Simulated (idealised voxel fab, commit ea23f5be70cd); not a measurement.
process module | voxel air gaps
cross-section cut | 270 nm wide | cells 5 nm
A cross-section is a grid of square cells, given in bands from the top down. A band is one or more rows of cells.
Each band's line starts with the height of the band's top and of its bottom, in nm. Then come its materials from left to right, each with its width in nm. One material with "throughout" fills the band from edge to edge. "air" is empty space.
Height 0 is the level under which the wafer as received is all one material. The lowest band goes on downwards, as in "0 down".
A width such as "30 to 40" changes by the same amount from each row of cells to the next, from the band's top row to its bottom row.
"no change" after a step means that no cell of the cross-section changed.
closed voids: empty space of 8 cells or more with no open way to the top, each as width x height at its distance from the left edge, in nm
after a step's settings: what the simulator itself notes on the step
overlay nm, on a step with a mask: how far to the right of its planned place the mask lay; to the left if negative
plan
1 op RECEIVE | material Si
2 op CONFORMAL_DEP | material SiO2 | thk nm 10
3 op CONFORMAL_DEP | material SiCN | thk nm 5
4 op DIRECTIONAL_DEP | material SiO2 | thk nm 40
5 op PATTERN | tone open | mask id LINES | material resist | width nm 25 | pitch nm 55 | thk nm 15 | overlay nm 0
6 op DIRECTIONAL_ETCH | etch materials SiO2 | depth nm 40
7 op STRIP | etch materials resist
8 op CONFORMAL_DEP | material TiN | thk nm 5
9 op FILL_DEP | material Ru | thk nm 5
10 op CMP | height nm 55
11 op EPI | material Ru | thk nm 10
12 op SELECTIVE_ETCH | etch materials SiO2 | depth nm 50
13 op CONFORMAL_DEP | material SiCN | thk nm 5
as received, after step 1
  0 down: Si throughout
  closed voids: none
a wafer at the end: this start, this plan, one mistake
  70 to 65: air 40 | SiCN 165 | air 65
  65 to 55: air 40 | SiCN 5 | Ru 45 | SiCN 10 | Ru 45 | SiCN 10 | Ru 45 | SiCN 5 | air 65
  55 to 50: air 40 | SiCN 15 | TiN 5 | Ru 15 | TiN 5 | SiCN 30 | TiN 5 | Ru 15 | TiN 5 | SiCN 30 | TiN 5 | Ru 15 | TiN 5 | SiCN 15 | air 65
  50 to 20: air 50 | SiCN 5 | TiN 5 | Ru 15 | TiN 5 | SiCN 5 | air 20 | SiCN 5 | TiN 5 | Ru 15 | TiN 5 | SiCN 5 | air 20 | SiCN 5 | TiN 5 | Ru 15 | TiN 5 | SiCN 5 | air 75
  20 to 15: SiCN 55 | TiN 25 | SiCN 30 | TiN 25 | SiCN 30 | TiN 25 | SiCN 80
  15 to 10: SiCN throughout
  10 to 0: SiO2 throughout
  0 down: Si throughout
  closed voids: 20 x 30 at 85; 20 x 30 at 140
what went wrong: step 5 ran as: op PATTERN | tone open | mask id LINES | material resist | width nm 25 | pitch nm 55 | thk nm 15 | overlay nm -10
